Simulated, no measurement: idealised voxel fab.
Herein follows the process module entitled voxel wiring stack.
150 nm wide, 5 nm square cells: that's cross-section cut.
When this document writes out a cross-section, it uses a grid of square cells and lists it as bands, beginning at the top and moving down, with a band standing for one or more rows of cells.
The entry gives the band's vertical extent as a top height and a bottom height in nm, then its horizontal make-up as materials from left to right, each with a width in nm. "air" stands for empty space; a single material marked "everywhere" fills the band edge to edge.
Ref level 0: as-received wafer is one material below here. Bottom band extends down with no lower bound ("0 and below").
A two-number width, for instance "30 to 40", indicates that the width is equal to the first number in the top row of the band and to the second number in the bottom row, and that it changes by a constant amount per row of cells.
It should be understood that the words "nothing changed", when stated for a given step, signify that the cross-section underwent no change in any of its cells during that step.
Internal closed voids: empty space of 8 cells or more with no open way to the top, each as width x height at its distance from the left edge, in nm
Heads up: the bit after the settings on a step's line is the simulator's remark on that step.
"overlay nm", when on a step's line for a step with a mask, measures how far to the right of its planned place the mask lay; a negative measure means to the left.
Note on reading: below, each pair holds a cross-section from before one process step and one from after it; the one from after shows only down to the lowest band that changed. Beneath the pair, the step in between is stated along with its settings. The pairs can stem from different runs of this module on the same starting wafer. Where a pair's entry headed "State before" says so, and only there, that pair continues from the pair above it.

State before
  0 and below  Si everywhere
  Internal closed voids: none

Sectional View, Post-Process
  15 down to 0  SiO2 everywhere
  Heights below 0 show no change.
  Internal closed voids: none
Process step (between the before and after cross-sections above): CONFORMAL_DEP: material SiO2, thk nm 15

State before: no separate figure, the pair right above already shows it after its step.

Sectional View, Post-Process
  20 down to 15  TiN everywhere
  Heights below 15 show no change.
  Internal closed voids: none
Process step (between the before and after cross-sections above): DIRECTIONAL_DEP: material TiN, thk nm 5

State before: no separate figure, the pair right above already shows it after its step.

Sectional View, Post-Process
  35 down to 20  Ru everywhere
  Heights below 20 show no change.
  Internal closed voids: none
Process step (between the before and after cross-sections above): DIRECTIONAL_DEP: material Ru, thk nm 15

State before: no separate figure, the pair right above already shows it after its step.

Sectional View, Post-Process
  35 down to 20  air 15 nm, Ru 25 nm, air 20 nm, Ru 25 nm, air 20 nm, Ru 25 nm, air 20 nm
  Heights below 20 show no change.
  Internal closed voids: none
Process step (between the before and after cross-sections above): MASKED_ETCH: tone cover, mask id METAL_1, width nm 25, pitch nm 45, etch materials Ru, depth nm 15, overlay nm 0

State before: no separate figure, the pair right above already shows it after its step.

Sectional View, Post-Process
  35 down to 20  air 15 nm, Ru 25 nm, air 20 nm, Ru 25 nm, air 20 nm, Ru 25 nm, air 20 nm
  20 down to 15  air 15 nm, TiN 25 nm, air 20 nm, TiN 25 nm, air 20 nm, TiN 25 nm, air 20 nm
  Heights below 15 show no change.
  Internal closed voids: none
Process step (between the before and after cross-sections above): MASKED_ETCH: tone cover, mask id METAL_1, width nm 25, pitch nm 45, etch materials TiN, depth nm 5, overlay nm 0

State before: no separate figure, the pair right above already shows it after its step.

Sectional View, Post-Process
  40 down to 35  air 10 nm, SiN 35 nm, air 10 nm, SiN 35 nm, air 10 nm, SiN 35 nm, air 15 nm
  35 down to 20  air 10 nm, SiN 5 nm, Ru 25 nm, SiN 5 nm, air 10 nm, SiN 5 nm, Ru 25 nm, SiN 5 nm, air 10 nm, SiN 5 nm, Ru 25 nm, SiN 5 nm, air 15 nm
  20 down to 15  SiN 15 nm, TiN 25 nm, SiN 20 nm, TiN 25 nm, SiN 20 nm, TiN 25 nm, SiN 20 nm
  Heights below 15 show no change.
  Internal closed voids: none
Process step (between the before and after cross-sections above): CONFORMAL_DEP: material SiN, thk nm 5

State before: no separate figure, the pair right above already shows it after its step.

Sectional View, Post-Process
  45 down to 40  lowk everywhere
  40 down to 35  lowk 10 nm, SiN 35 nm, lowk 10 nm, SiN 35 nm, lowk 10 nm, SiN 35 nm, lowk 15 nm
  35 down to 20  lowk 10 nm, SiN 5 nm, Ru 25 nm, SiN 5 nm, lowk 10 nm, SiN 5 nm, Ru 25 nm, SiN 5 nm, lowk 10 nm, SiN 5 nm, Ru 25 nm, SiN 5 nm, lowk 15 nm
  Heights below 20 show no change.
  Internal closed voids: none
Process step (between the before and after cross-sections above): FILL_DEP: material lowk, thk nm 5

State before: no separate figure, the pair right above already shows it after its step.

Sectional View, Post-Process
  35 down to 20  lowk 10 nm, SiN 5 nm, Ru 25 nm, SiN 5 nm, lowk 10 nm, SiN 5 nm, Ru 25 nm, SiN 5 nm, lowk 10 nm, SiN 5 nm, Ru 25 nm, SiN 5 nm, lowk 15 nm
  Heights below 20 show no change.
  Internal closed voids: none
Process step (between the before and after cross-sections above): CMP: height nm 35

State before: no separate figure, the pair right above already shows it after its step.

Sectional View, Post-Process
  40 down to 35  SiCN everywhere
  Heights below 35 show no change.
  Internal closed voids: none
Process step (between the before and after cross-sections above): CONFORMAL_DEP: material SiCN, thk nm 5

State before: no separate figure, the pair right above already shows it after its step.

Sectional View, Post-Process
  55 down to 40  SiO2 everywhere
  Heights below 40 show no change.
  Internal closed voids: none
Process step (between the before and after cross-sections above): DIRECTIONAL_DEP: material SiO2, thk nm 15

State before: no separate figure, the pair right above already shows it after its step.

Sectional View, Post-Process
  55 down to 40  SiO2 15 nm, air 15 nm, SiO2 75 nm, air 15 nm, SiO2 30 nm
  Heights below 40 show no change.
  Internal closed voids: none
Process step (between the before and after cross-sections above): MASKED_ETCH: tone open, mask id PLUG_1, width nm 15, pitch nm 90, etch materials SiO2, depth nm 15, overlay nm 0

State before: no separate figure, the pair right above already shows it after its step.

Sectional View, Post-Process
  55 down to 40  SiO2 15 nm, air 15 nm, SiO2 75 nm, air 15 nm, SiO2 30 nm
  40 down to 35  SiCN 15 nm, air 15 nm, SiCN 75 nm, air 15 nm, SiCN 30 nm
  Heights below 35 show no change.
  Internal closed voids: none
Process step (between the before and after cross-sections above): MASKED_ETCH: tone open, mask id PLUG_1, width nm 15, pitch nm 90, etch materials SiCN, depth nm 5, overlay nm 0

State before: no separate figure, the pair right above already shows it after its step.

Sectional View, Post-Process
  60 down to 55  TiN 20 nm, air 5 nm, TiN 85 nm, air 5 nm, TiN 35 nm
  55 down to 40  SiO2 15 nm, TiN 5 nm, air 5 nm, TiN 5 nm, SiO2 75 nm, TiN 5 nm, air 5 nm, TiN 5 nm, SiO2 30 nm
  40 down to 35  SiCN 15 nm, TiN 15 nm, SiCN 75 nm, TiN 15 nm, SiCN 30 nm
  Heights below 35 show no change.
  Internal closed voids: none
Process step (between the before and after cross-sections above): CONFORMAL_DEP: material TiN, thk nm 5

State before: no separate figure, the pair right above already shows it after its step.

Sectional View, Post-Process
  70 down to 60  Cu everywhere
  60 down to 55  TiN 20 nm, Cu 5 nm, TiN 85 nm, Cu 5 nm, TiN 35 nm
  55 down to 40  SiO2 15 nm, TiN 5 nm, Cu 5 nm, TiN 5 nm, SiO2 75 nm, TiN 5 nm, Cu 5 nm, TiN 5 nm, SiO2 30 nm
  Heights below 40 show no change.
  Internal closed voids: none
Process step (between the before and after cross-sections above): FILL_DEP: material Cu, thk nm 10

State before: no separate figure, the pair right above already shows it after its step.

Sectional View, Post-Process
  55 down to 40  SiO2 15 nm, TiN 5 nm, Cu 5 nm, TiN 5 nm, SiO2 75 nm, TiN 5 nm, Cu 5 nm, TiN 5 nm, SiO2 30 nm
  Heights below 40 show no change.
  Internal closed voids: none
Process step (between the before and after cross-sections above): CMP: height nm 55

State before: no separate figure, the pair right above already shows it after its step.

Sectional View, Post-Process
  60 down to 55  SiCN everywhere
  Heights below 55 show no change.
  Internal closed voids: none
Process step (between the before and after cross-sections above): CONFORMAL_DEP: material SiCN, thk nm 5

State before: no separate figure, the pair right above already shows it after its step.

Sectional View, Post-Process
  75 down to 60  lowk everywhere
  Heights below 60 show no change.
  Internal closed voids: none
Process step (between the before and after cross-sections above): DIRECTIONAL_DEP: material lowk, thk nm 15

State before: no separate figure, the pair right above already shows it after its step.

Sectional View, Post-Process
  90 down to 75  aC everywhere
  Heights below 75 show no change.
  Internal closed voids: none
Process step (between the before and after cross-sections above): DIRECTIONAL_DEP: material aC, thk nm 15

State before: no separate figure, the pair right above already shows it after its step.

Sectional View, Post-Process
  120 down to 90  resist 15 nm, air 25 nm, resist 20 nm, air 25 nm, resist 20 nm, air 25 nm, resist 20 nm
  Heights below 90 show no change.
  Internal closed voids: none
Process step (between the before and after cross-sections above): PATTERN: tone open, mask id METAL_2, material resist, width nm 25, pitch nm 45, thk nm 30, overlay nm 0

State before: no separate figure, the pair right above already shows it after its step.

Sectional View, Post-Process
  105 down to 90  resist 15 nm, air 25 nm, resist 20 nm, air 25 nm, resist 20 nm, air 25 nm, resist 20 nm
  90 down to 75  aC 15 nm, air 25 nm, aC 20 nm, air 25 nm, aC 20 nm, air 25 nm, aC 20 nm
  Heights below 75 show no change.
  Internal closed voids: none
Process step (between the before and after cross-sections above): DIRECTIONAL_ETCH: etch materials aC, depth nm 15

State before: no separate figure, the pair right above already shows it after its step.

Sectional View, Post-Process
  90 down to 75  aC 15 nm, air 25 nm, aC 20 nm, air 25 nm, aC 20 nm, air 25 nm, aC 20 nm
  Heights below 75 show no change.
  Internal closed voids: none
Process step (between the before and after cross-sections above): STRIP: etch materials resist

State before: no separate figure, the pair right above already shows it after its step.

Sectional View, Post-Process
  90 down to 75  aC 15 nm, air 25 nm, aC 20 nm, air 25 nm, aC 20 nm, air 25 nm, aC 20 nm
  75 down to 60  lowk 15 nm, air 25 nm, lowk 20 nm, air 25 nm, lowk 20 nm, air 25 nm, lowk 20 nm
  Heights below 60 show no change.
  Internal closed voids: none
Process step (between the before and after cross-sections above): DIRECTIONAL_ETCH: etch materials lowk, depth nm 15

State before: no separate figure, the pair right above already shows it after its step.

Sectional View, Post-Process
  90 down to 75  aC 15 nm, air 25 nm, aC 20 nm, air 25 nm, aC 20 nm, air 25 nm, aC 20 nm
  75 down to 60  lowk 15 nm, air 25 nm, lowk 20 nm, air 25 nm, lowk 20 nm, air 25 nm, lowk 20 nm
  60 down to 55  SiCN 15 nm, air 25 nm, SiCN 20 nm, air 25 nm, SiCN 20 nm, air 25 nm, SiCN 20 nm
  Heights below 55 show no change.
  Internal closed voids: none
Process step (between the before and after cross-sections above): DIRECTIONAL_ETCH: etch materials SiCN, depth nm 5

State before: no separate figure, the pair right above already shows it after its step.

Sectional View, Post-Process
  75 down to 60  lowk 15 nm, air 25 nm, lowk 20 nm, air 25 nm, lowk 20 nm, air 25 nm, lowk 20 nm
  Heights below 60 show no change.
  Internal closed voids: none
Process step (between the before and after cross-sections above): STRIP: etch materials aC

State before: no separate figure, the pair right above already shows it after its step.

Sectional View, Post-Process
  80 down to 75  TiN 20 nm, air 15 nm, TiN 30 nm, air 15 nm, TiN 30 nm, air 15 nm, TiN 25 nm
  75 down to 60  lowk 15 nm, TiN 5 nm, air 15 nm, TiN 5 nm, lowk 20 nm, TiN 5 nm, air 15 nm, TiN 5 nm, lowk 20 nm, TiN 5 nm, air 15 nm, TiN 5 nm, lowk 20 nm
  60 down to 55  SiCN 15 nm, TiN 25 nm, SiCN 20 nm, TiN 25 nm, SiCN 20 nm, TiN 25 nm, SiCN 20 nm
  Heights below 55 show no change.
  Internal closed voids: none
Process step (between the before and after cross-sections above): CONFORMAL_DEP: material TiN, thk nm 5

State before: no separate figure, the pair right above already shows it after its step.

Sectional View, Post-Process
  90 down to 80  Ru everywhere
  80 down to 75  TiN 20 nm, Ru 15 nm, TiN 30 nm, Ru 15 nm, TiN 30 nm, Ru 15 nm, TiN 25 nm
  75 down to 60  lowk 15 nm, TiN 5 nm, Ru 15 nm, TiN 5 nm, lowk 20 nm, TiN 5 nm, Ru 15 nm, TiN 5 nm, lowk 20 nm, TiN 5 nm, Ru 15 nm, TiN 5 nm, lowk 20 nm
  Heights below 60 show no change.
  Internal closed voids: none
Process step (between the before and after cross-sections above): FILL_DEP: material Ru, thk nm 10

State before: no separate figure, the pair right above already shows it after its step.

Sectional View, Post-Process
  75 down to 60  lowk 15 nm, TiN 5 nm, Ru 15 nm, TiN 5 nm, lowk 20 nm, TiN 5 nm, Ru 15 nm, TiN 5 nm, lowk 20 nm, TiN 5 nm, Ru 15 nm, TiN 5 nm, lowk 20 nm
  Heights below 60 show no change.
  Internal closed voids: none
Process step (between the before and after cross-sections above): CMP: height nm 75

State before: no separate figure, the pair right above already shows it after its step.

Sectional View, Post-Process
  80 down to 75  SiCN everywhere
  Heights below 75 show no change.
  Internal closed voids: none
Process step (between the before and after cross-sections above): CONFORMAL_DEP: material SiCN, thk nm 5

State before: no separate figure, the pair right above already shows it after its step.

Sectional View, Post-Process
  115 down to 80  SiO2 everywhere
  Heights below 80 show no change.
  Internal closed voids: none
Process step (between the before and after cross-sections above): DIRECTIONAL_DEP: material SiO2, thk nm 35

State before: no separate figure, the pair right above already shows it after its step.

Sectional View, Post-Process
  115 down to 80  SiO2 15 nm, air 15 nm, SiO2 30 nm, air 15 nm, SiO2 30 nm, air 15 nm, SiO2 30 nm
  Heights below 80 show no change.
  Internal closed voids: none
Process step (between the before and after cross-sections above): MASKED_ETCH: tone open, mask id METAL_3_HOLES, width nm 15, pitch nm 45, etch materials SiO2, depth nm 35, overlay nm 0

State before: no separate figure, the pair right above already shows it after its step.

Sectional View, Post-Process
  130 down to 115  resist 15 nm, air 25 nm, resist 20 nm, air 25 nm, resist 20 nm, air 25 nm, resist 20 nm
  Heights below 115 show no change.
  Internal closed voids: none
Process step (between the before and after cross-sections above): PATTERN: tone open, mask id METAL_3, material resist, width nm 25, pitch nm 45, thk nm 15, overlay nm 0

State before: no separate figure, the pair right above already shows it after its step.

Sectional View, Post-Process
  130 down to 115  resist 15 nm, air 25 nm, resist 20 nm, air 25 nm, resist 20 nm, air 25 nm, resist 20 nm
  115 down to 95  SiO2 15 nm, air 25 nm, SiO2 20 nm, air 25 nm, SiO2 20 nm, air 25 nm, SiO2 20 nm
  Heights below 95 show no change.
  Internal closed voids: none
Process step (between the before and after cross-sections above): DIRECTIONAL_ETCH: etch materials SiO2, depth nm 20

State before: no separate figure, the pair right above already shows it after its step.

Sectional View, Post-Process
  130 down to 115  resist 15 nm, air 25 nm, resist 20 nm, air 25 nm, resist 20 nm, air 25 nm, resist 20 nm
  115 down to 95  SiO2 15 nm, air 25 nm, SiO2 20 nm, air 25 nm, SiO2 20 nm, air 25 nm, SiO2 20 nm
  95 down to 80  SiO2 15 nm, air 15 nm, SiO2 30 nm, air 15 nm, SiO2 30 nm, air 15 nm, SiO2 30 nm
  80 down to 75  SiCN 15 nm, air 15 nm, SiCN 30 nm, air 15 nm, SiCN 30 nm, air 15 nm, SiCN 30 nm
  Heights below 75 show no change.
  Internal closed voids: none
Process step (between the before and after cross-sections above): DIRECTIONAL_ETCH: etch materials SiCN, depth nm 5

State before: no separate figure, the pair right above already shows it after its step.

Sectional View, Post-Process
  115 down to 95  SiO2 15 nm, air 25 nm, SiO2 20 nm, air 25 nm, SiO2 20 nm, air 25 nm, SiO2 20 nm
  Heights below 95 show no change.
  Internal closed voids: none
Process step (between the before and after cross-sections above): STRIP: etch materials resist

State before: no separate figure, the pair right above already shows it after its step.

Sectional View, Post-Process
  120 down to 115  TiN 20 nm, air 15 nm, TiN 30 nm, air 15 nm, TiN 30 nm, air 15 nm, TiN 25 nm
  115 down to 100  SiO2 15 nm, TiN 5 nm, air 15 nm, TiN 5 nm, SiO2 20 nm, TiN 5 nm, air 15 nm, TiN 5 nm, SiO2 20 nm, TiN 5 nm, air 15 nm, TiN 5 nm, SiO2 20 nm
  100 down to 95  SiO2 15 nm, TiN 5 nm, air 5 nm, TiN 15 nm, SiO2 20 nm, TiN 5 nm, air 5 nm, TiN 15 nm, SiO2 20 nm, TiN 5 nm, air 5 nm, TiN 15 nm, SiO2 20 nm
  95 down to 80  SiO2 15 nm, TiN 5 nm, air 5 nm, TiN 5 nm, SiO2 30 nm, TiN 5 nm, air 5 nm, TiN 5 nm, SiO2 30 nm, TiN 5 nm, air 5 nm, TiN 5 nm, SiO2 30 nm
  80 down to 75  SiCN 15 nm, TiN 15 nm, SiCN 30 nm, TiN 15 nm, SiCN 30 nm, TiN 15 nm, SiCN 30 nm
  Heights below 75 show no change.
  Internal closed voids: none
Process step (between the before and after cross-sections above): CONFORMAL_DEP: material TiN, thk nm 5

State before: no separate figure, the pair right above already shows it after its step.

Sectional View, Post-Process
  125 down to 120  Cu everywhere
  120 down to 115  TiN 20 nm, Cu 15 nm, TiN 30 nm, Cu 15 nm, TiN 30 nm, Cu 15 nm, TiN 25 nm
  115 down to 100  SiO2 15 nm, TiN 5 nm, Cu 15 nm, TiN 5 nm, SiO2 20 nm, TiN 5 nm, Cu 15 nm, TiN 5 nm, SiO2 20 nm, TiN 5 nm, Cu 15 nm, TiN 5 nm, SiO2 20 nm
  100 down to 95  SiO2 15 nm, TiN 5 nm, Cu 5 nm, TiN 15 nm, SiO2 20 nm, TiN 5 nm, Cu 5 nm, TiN 15 nm, SiO2 20 nm, TiN 5 nm, Cu 5 nm, TiN 15 nm, SiO2 20 nm
  95 down to 80  SiO2 15 nm, TiN 5 nm, Cu 5 nm, TiN 5 nm, SiO2 30 nm, TiN 5 nm, Cu 5 nm, TiN 5 nm, SiO2 30 nm, TiN 5 nm, Cu 5 nm, TiN 5 nm, SiO2 30 nm
  Heights below 80 show no change.
  Internal closed voids: none
Process step (between the before and after cross-sections above): FILL_DEP: material Cu, thk nm 5

State before: no separate figure, the pair right above already shows it after its step.

Sectional View, Post-Process
  115 down to 100  SiO2 15 nm, TiN 5 nm, Cu 15 nm, TiN 5 nm, SiO2 20 nm, TiN 5 nm, Cu 15 nm, TiN 5 nm, SiO2 20 nm, TiN 5 nm, Cu 15 nm, TiN 5 nm, SiO2 20 nm
  Heights below 100 show no change.
  Internal closed voids: none
Process step (between the before and after cross-sections above): CMP: height nm 115

State before: no separate figure, the pair right above already shows it after its step.

Sectional View, Post-Process
  120 down to 115  SiN everywhere
  Heights below 115 show no change.
  Internal closed voids: none
Process step (between the before and after cross-sections above): CONFORMAL_DEP: material SiN, thk nm 5

State before
  70 down to 60  Cu everywhere
  60 down to 55  TiN 20 nm, Cu 5 nm, TiN 85 nm, Cu 5 nm, TiN 35 nm
  55 down to 40  SiO2 15 nm, TiN 5 nm, Cu 5 nm, TiN 5 nm, SiO2 75 nm, TiN 5 nm, Cu 5 nm, TiN 5 nm, SiO2 30 nm
  40 down to 35  SiCN 15 nm, TiN 15 nm, SiCN 75 nm, TiN 15 nm, SiCN 30 nm
  35 down to 20  lowk 10 nm, SiN 5 nm, Ru 25 nm, SiN 5 nm, lowk 10 nm, SiN 5 nm, Ru 25 nm, SiN 5 nm, lowk 10 nm, SiN 5 nm, Ru 25 nm, SiN 5 nm, lowk 15 nm
  20 down to 15  SiN 15 nm, TiN 25 nm, SiN 20 nm, TiN 25 nm, SiN 20 nm, TiN 25 nm, SiN 20 nm
  15 down to 0  SiO2 everywhere
  0 and below  Si everywhere
  Internal closed voids: none

Sectional View, Post-Process
  75 down to 70  SiCN everywhere
  Heights below 70 show no change.
  Internal closed voids: none
Process step (between the before and after cross-sections above): CONFORMAL_DEP: material SiCN, thk nm 5

State before: no separate figure, the pair right above already shows it after its step.

Sectional View, Post-Process
  90 down to 75  lowk everywhere
  Heights below 75 show no change.
  Internal closed voids: none
Process step (between the before and after cross-sections above): DIRECTIONAL_DEP: material lowk, thk nm 15

State before: no separate figure, the pair right above already shows it after its step.

Sectional View, Post-Process
  105 down to 90  aC everywhere
  Heights below 90 show no change.
  Internal closed voids: none
Process step (between the before and after cross-sections above): DIRECTIONAL_DEP: material aC, thk nm 15

State before: no separate figure, the pair right above already shows it after its step.

Sectional View, Post-Process
  135 down to 105  resist 15 nm, air 25 nm, resist 20 nm, air 25 nm, resist 20 nm, air 25 nm, resist 20 nm
  Heights below 105 show no change.
  Internal closed voids: none
Process step (between the before and after cross-sections above): PATTERN: tone open, mask id METAL_2, material resist, width nm 25, pitch nm 45, thk nm 30, overlay nm 0

State before: no separate figure, the pair right above already shows it after its step.

Sectional View, Post-Process
  120 down to 105  resist 15 nm, air 25 nm, resist 20 nm, air 25 nm, resist 20 nm, air 25 nm, resist 20 nm
  105 down to 90  aC 15 nm, air 25 nm, aC 20 nm, air 25 nm, aC 20 nm, air 25 nm, aC 20 nm
  Heights below 90 show no change.
  Internal closed voids: none
Process step (between the before and after cross-sections above): DIRECTIONAL_ETCH: etch materials aC, depth nm 15

State before: no separate figure, the pair right above already shows it after its step.

Sectional View, Post-Process
  105 down to 90  aC 15 nm, air 25 nm, aC 20 nm, air 25 nm, aC 20 nm, air 25 nm, aC 20 nm
  Heights below 90 show no change.
  Internal closed voids: none
Process step (between the before and after cross-sections above): STRIP: etch materials resist

State before: no separate figure, the pair right above already shows it after its step.

Sectional View, Post-Process
  105 down to 90  aC 15 nm, air 25 nm, aC 20 nm, air 25 nm, aC 20 nm, air 25 nm, aC 20 nm
  90 down to 75  lowk 15 nm, air 25 nm, lowk 20 nm, air 25 nm, lowk 20 nm, air 25 nm, lowk 20 nm
  Heights below 75 show no change.
  Internal closed voids: none
Process step (between the before and after cross-sections above): DIRECTIONAL_ETCH: etch materials lowk, depth nm 15

State before: no separate figure, the pair right above already shows it after its step.

Sectional View, Post-Process
  105 down to 90  aC 15 nm, air 25 nm, aC 20 nm, air 25 nm, aC 20 nm, air 25 nm, aC 20 nm
  90 down to 75  lowk 15 nm, air 25 nm, lowk 20 nm, air 25 nm, lowk 20 nm, air 25 nm, lowk 20 nm
  75 down to 70  SiCN 15 nm, air 25 nm, SiCN 20 nm, air 25 nm, SiCN 20 nm, air 25 nm, SiCN 20 nm
  Heights below 70 show no change.
  Internal closed voids: none
Process step (between the before and after cross-sections above): DIRECTIONAL_ETCH: etch materials SiCN, depth nm 5

State before: no separate figure, the pair right above already shows it after its step.

Sectional View, Post-Process
  90 down to 75  lowk 15 nm, air 25 nm, lowk 20 nm, air 25 nm, lowk 20 nm, air 25 nm, lowk 20 nm
  Heights below 75 show no change.
  Internal closed voids: none
Process step (between the before and after cross-sections above): STRIP: etch materials aC

State before: no separate figure, the pair right above already shows it after its step.

Sectional View, Post-Process
  95 down to 90  TiN 20 nm, air 15 nm, TiN 30 nm, air 15 nm, TiN 30 nm, air 15 nm, TiN 25 nm
  90 down to 75  lowk 15 nm, TiN 5 nm, air 15 nm, TiN 5 nm, lowk 20 nm, TiN 5 nm, air 15 nm, TiN 5 nm, lowk 20 nm, TiN 5 nm, air 15 nm, TiN 5 nm, lowk 20 nm
  75 down to 70  SiCN 15 nm, TiN 25 nm, SiCN 20 nm, TiN 25 nm, SiCN 20 nm, TiN 25 nm, SiCN 20 nm
  Heights below 70 show no change.
  Internal closed voids: none
Process step (between the before and after cross-sections above): CONFORMAL_DEP: material TiN, thk nm 5

State before: no separate figure, the pair right above already shows it after its step.

Sectional View, Post-Process
  105 down to 95  Ru everywhere
  95 down to 90  TiN 20 nm, Ru 15 nm, TiN 30 nm, Ru 15 nm, TiN 30 nm, Ru 15 nm, TiN 25 nm
  90 down to 75  lowk 15 nm, TiN 5 nm, Ru 15 nm, TiN 5 nm, lowk 20 nm, TiN 5 nm, Ru 15 nm, TiN 5 nm, lowk 20 nm, TiN 5 nm, Ru 15 nm, TiN 5 nm, lowk 20 nm
  Heights below 75 show no change.
  Internal closed voids: none
Process step (between the before and after cross-sections above): FILL_DEP: material Ru, thk nm 10

State before: no separate figure, the pair right above already shows it after its step.

Sectional View, Post-Process
  75 down to 70  SiCN 15 nm, TiN 25 nm, SiCN 20 nm, TiN 25 nm, SiCN 20 nm, TiN 25 nm, SiCN 20 nm
  Heights below 70 show no change.
  Internal closed voids: none
Process step (between the before and after cross-sections above): CMP: height nm 75

State before: no separate figure, the pair right above already shows it after its step.

Sectional View, Post-Process
  80 down to 75  SiCN everywhere
  Heights below 75 show no change.
  Internal closed voids: none
Process step (between the before and after cross-sections above): CONFORMAL_DEP: material SiCN, thk nm 5

State before: no separate figure, the pair right above already shows it after its step.

Sectional View, Post-Process
  115 down to 80  SiO2 everywhere
  Heights below 80 show no change.
  Internal closed voids: none
Process step (between the before and after cross-sections above): DIRECTIONAL_DEP: material SiO2, thk nm 35

State before: no separate figure, the pair right above already shows it after its step.

Sectional View, Post-Process
  115 down to 80  SiO2 15 nm, air 15 nm, SiO2 30 nm, air 15 nm, SiO2 30 nm, air 15 nm, SiO2 30 nm
  Heights below 80 show no change.
  Internal closed voids: none
Process step (between the before and after cross-sections above): MASKED_ETCH: tone open, mask id METAL_3_HOLES, width nm 15, pitch nm 45, etch materials SiO2, depth nm 35, overlay nm 0

State before: no separate figure, the pair right above already shows it after its step.

Sectional View, Post-Process
  130 down to 115  resist 15 nm, air 25 nm, resist 20 nm, air 25 nm, resist 20 nm, air 25 nm, resist 20 nm
  Heights below 115 show no change.
  Internal closed voids: none
Process step (between the before and after cross-sections above): PATTERN: tone open, mask id METAL_3, material resist, width nm 25, pitch nm 45, thk nm 15, overlay nm 0

State before: no separate figure, the pair right above already shows it after its step.

Sectional View, Post-Process
  130 down to 115  resist 15 nm, air 25 nm, resist 20 nm, air 25 nm, resist 20 nm, air 25 nm, resist 20 nm
  115 down to 95  SiO2 15 nm, air 25 nm, SiO2 20 nm, air 25 nm, SiO2 20 nm, air 25 nm, SiO2 20 nm
  Heights below 95 show no change.
  Internal closed voids: none
Process step (between the before and after cross-sections above): DIRECTIONAL_ETCH: etch materials SiO2, depth nm 20

State before: no separate figure, the pair right above already shows it after its step.

Sectional View, Post-Process
  130 down to 115  resist 15 nm, air 25 nm, resist 20 nm, air 25 nm, resist 20 nm, air 25 nm, resist 20 nm
  115 down to 95  SiO2 15 nm, air 25 nm, SiO2 20 nm, air 25 nm, SiO2 20 nm, air 25 nm, SiO2 20 nm
  95 down to 80  SiO2 15 nm, air 15 nm, SiO2 30 nm, air 15 nm, SiO2 30 nm, air 15 nm, SiO2 30 nm
  80 down to 75  SiCN 15 nm, air 15 nm, SiCN 30 nm, air 15 nm, SiCN 30 nm, air 15 nm, SiCN 30 nm
  Heights below 75 show no change.
  Internal closed voids: none
Process step (between the before and after cross-sections above): DIRECTIONAL_ETCH: etch materials SiCN, depth nm 5

State before: no separate figure, the pair right above already shows it after its step.

Sectional View, Post-Process
  115 down to 95  SiO2 15 nm, air 25 nm, SiO2 20 nm, air 25 nm, SiO2 20 nm, air 25 nm, SiO2 20 nm
  Heights below 95 show no change.
  Internal closed voids: none
Process step (between the before and after cross-sections above): STRIP: etch materials resist

State before: no separate figure, the pair right above already shows it after its step.

Sectional View, Post-Process
  120 down to 115  TiN 20 nm, air 15 nm, TiN 30 nm, air 15 nm, TiN 30 nm, air 15 nm, TiN 25 nm
  115 down to 100  SiO2 15 nm, TiN 5 nm, air 15 nm, TiN 5 nm, SiO2 20 nm, TiN 5 nm, air 15 nm, TiN 5 nm, SiO2 20 nm, TiN 5 nm, air 15 nm, TiN 5 nm, SiO2 20 nm
  100 down to 95  SiO2 15 nm, TiN 5 nm, air 5 nm, TiN 15 nm, SiO2 20 nm, TiN 5 nm, air 5 nm, TiN 15 nm, SiO2 20 nm, TiN 5 nm, air 5 nm, TiN 15 nm, SiO2 20 nm
  95 down to 80  SiO2 15 nm, TiN 5 nm, air 5 nm, TiN 5 nm, SiO2 30 nm, TiN 5 nm, air 5 nm, TiN 5 nm, SiO2 30 nm, TiN 5 nm, air 5 nm, TiN 5 nm, SiO2 30 nm
  80 down to 70  SiCN 15 nm, TiN 15 to 25 nm, SiCN 30 to 20 nm, TiN 15 to 25 nm, SiCN 30 to 20 nm, TiN 15 to 25 nm, SiCN 30 to 20 nm
  Heights below 70 show no change.
  Internal closed voids: none
Process step (between the before and after cross-sections above): CONFORMAL_DEP: material TiN, thk nm 5

State before: no separate figure, the pair right above already shows it after its step.

Sectional View, Post-Process
  125 down to 120  Cu everywhere
  120 down to 115  TiN 20 nm, Cu 15 nm, TiN 30 nm, Cu 15 nm, TiN 30 nm, Cu 15 nm, TiN 25 nm
  115 down to 100  SiO2 15 nm, TiN 5 nm, Cu 15 nm, TiN 5 nm, SiO2 20 nm, TiN 5 nm, Cu 15 nm, TiN 5 nm, SiO2 20 nm, TiN 5 nm, Cu 15 nm, TiN 5 nm, SiO2 20 nm
  100 down to 95  SiO2 15 nm, TiN 5 nm, Cu 5 nm, TiN 15 nm, SiO2 20 nm, TiN 5 nm, Cu 5 nm, TiN 15 nm, SiO2 20 nm, TiN 5 nm, Cu 5 nm, TiN 15 nm, SiO2 20 nm
  95 down to 80  SiO2 15 nm, TiN 5 nm, Cu 5 nm, TiN 5 nm, SiO2 30 nm, TiN 5 nm, Cu 5 nm, TiN 5 nm, SiO2 30 nm, TiN 5 nm, Cu 5 nm, TiN 5 nm, SiO2 30 nm
  Heights below 80 show no change.
  Internal closed voids: none
Process step (between the before and after cross-sections above): FILL_DEP: material Cu, thk nm 5

State before: no separate figure, the pair right above already shows it after its step.

Sectional View, Post-Process
  115 down to 100  SiO2 15 nm, TiN 5 nm, Cu 15 nm, TiN 5 nm, SiO2 20 nm, TiN 5 nm, Cu 15 nm, TiN 5 nm, SiO2 20 nm, TiN 5 nm, Cu 15 nm, TiN 5 nm, SiO2 20 nm
  Heights below 100 show no change.
  Internal closed voids: none
Process step (between the before and after cross-sections above): CMP: height nm 115

State before: no separate figure, the pair right above already shows it after its step.

Sectional View, Post-Process
  120 down to 115  SiN everywhere
  Heights below 115 show no change.
  Internal closed voids: none
Process step (between the before and after cross-sections above): CONFORMAL_DEP: material SiN, thk nm 5

State before
  15 down to 0  SiO2 everywhere
  0 and below  Si everywhere
  Internal closed voids: none

Sectional View, Post-Process
  30 down to 0  SiO2 everywhere
  Heights below 0 show no change.
  Internal closed voids: none
Process step (between the before and after cross-sections above): CONFORMAL_DEP: material SiO2, thk nm 15

State before: no separate figure, the pair right above already shows it after its step.

Sectional View, Post-Process
  35 down to 30  TiN everywhere
  Heights below 30 show no change.
  Internal closed voids: none
Process step (between the before and after cross-sections above): DIRECTIONAL_DEP: material TiN, thk nm 5

State before: no separate figure, the pair right above already shows it after its step.

Sectional View, Post-Process
  50 down to 35  Ru everywhere
  Heights below 35 show no change.
  Internal closed voids: none
Process step (between the before and after cross-sections above): DIRECTIONAL_DEP: material Ru, thk nm 15
